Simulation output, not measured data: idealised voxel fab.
The process module presented herein is designated voxel self aligned contacts.
Section cut is 250 nm wide and gridded with 5 nm square cells.
Each cross-section below is a grid of square cells, stated as bands in top-down order, with one or more rows of cells making up each band. This entry defines a band. It first specifies the height of the band's top and the height of its bottom in nm, and then specifies the band's materials from left to right, stating each material with its width in nm. The word "everywhere" identifies a single material that fills the band from edge to edge, while the word "empty" identifies empty space. Heights are measured from 0, the level below which the as-received wafer is all one material; the lowest band has no bottom and continues downward, written as in "0 down". Graded width ("30..40"): value in top row of band = first number; value in bottom row = second number; row-to-row change constant. It should be understood that the words "remains unaltered", when stated for a given step, signify that the cross-section underwent no change in any of its cells during that step. Closed empty spaces (no open way to the top) of 8 cells or more are what "Trapped cavities" lists, each as width x height at distance from the left edge, nm for all three. Read whatever lies past the settings on a step's line as the simulator's own remark about the step. What "overlay nm" on a step's line means: if the step has a mask, that mask lay this far to the right of its planned place, or, when the value is negative, to the left.
**Listed below are the process steps as planned**
1 RECEIVE,material Si
2 OXIDIZE,depth nm 5
3 DIRECTIONAL_DEP,material polySi,thk nm 30
4 DIRECTIONAL_DEP,material SiN,thk nm 15
5 DIRECTIONAL_DEP,material aC,thk nm 10
6 PATTERN,tone cover,mask id GATE,material resist,width nm 30,pitch nm 55,thk nm 25,overlay nm 0
7 DIRECTIONAL_ETCH,etch materials aC,depth nm 10
8 STRIP,etch materials resist
9 DIRECTIONAL_ETCH,etch materials SiN,depth nm 15
10 DIRECTIONAL_ETCH,etch materials polySi,depth nm 30
11 STRIP,etch materials aC
12 CONFORMAL_DEP,material SiN,thk nm 5
13 DIRECTIONAL_ETCH,etch materials SiN,depth nm 5
14 FILL_DEP,material SiO2,thk nm 15
15 CMP,height nm 55
16 DIRECTIONAL_DEP,material aC,thk nm 10
17 PATTERN,tone open,mask id CONTACT,material resist,width nm 35,pitch nm 55,thk nm 25,overlay nm 0
18 DIRECTIONAL_ETCH,etch materials aC,depth nm 10
19 STRIP,etch materials resist
20 DIRECTIONAL_ETCH,etch materials SiO2,depth nm 60
21 STRIP,etch materials aC
22 CONFORMAL_DEP,material TiN,thk nm 5
23 FILL_DEP,material W,thk nm 10
24 CMP,height nm 55
25 CONFORMAL_DEP,material SiCN,thk nm 5
**As-received state of the wafer in cross-section, equivalent to post-step 1**
> 0 down: Si everywhere
> Trapped cavities: none
**What the wafer looks like in cross-section after this module, when it starts as shown above and follows the plan above but one mistake is made in running it**
> 60 to 55: SiCN everywhere
> 55 to 50: 80 nm SiO2, then 5 nm TiN, then 25 nm W, then 5 nm TiN, then 20 nm SiO2, then 5 nm TiN, then 25 nm W, then 5 nm TiN, then 80 nm SiO2
> 50 to 45: 80 nm SiO2, then 35 nm TiN, then 20 nm SiO2, then 35 nm TiN, then 80 nm SiO2
> 45 to 30: 60 nm SiN, then 20 nm SiO2, then 35 nm SiN, then 20 nm SiO2, then 35 nm SiN, then 20 nm SiO2, then 60 nm SiN
> 30 to 0: 55 nm polySi, then 5 nm SiN, then 20 nm SiO2, then 5 nm SiN, then 25 nm polySi, then 5 nm SiN, then 20 nm SiO2, then 5 nm SiN, then 25 nm polySi, then 5 nm SiN, then 20 nm SiO2, then 5 nm SiN, then 55 nm polySi
> 0 to -5: SiO2 everywhere
> -5 down: Si everywhere
> Trapped cavities: none
Processing error: step 6 ran with different settings than intended, the actual operation and settings being PATTERN,tone open,mask id GATE,material resist,width nm 30,pitch nm 55,thk nm 25,overlay nm 0
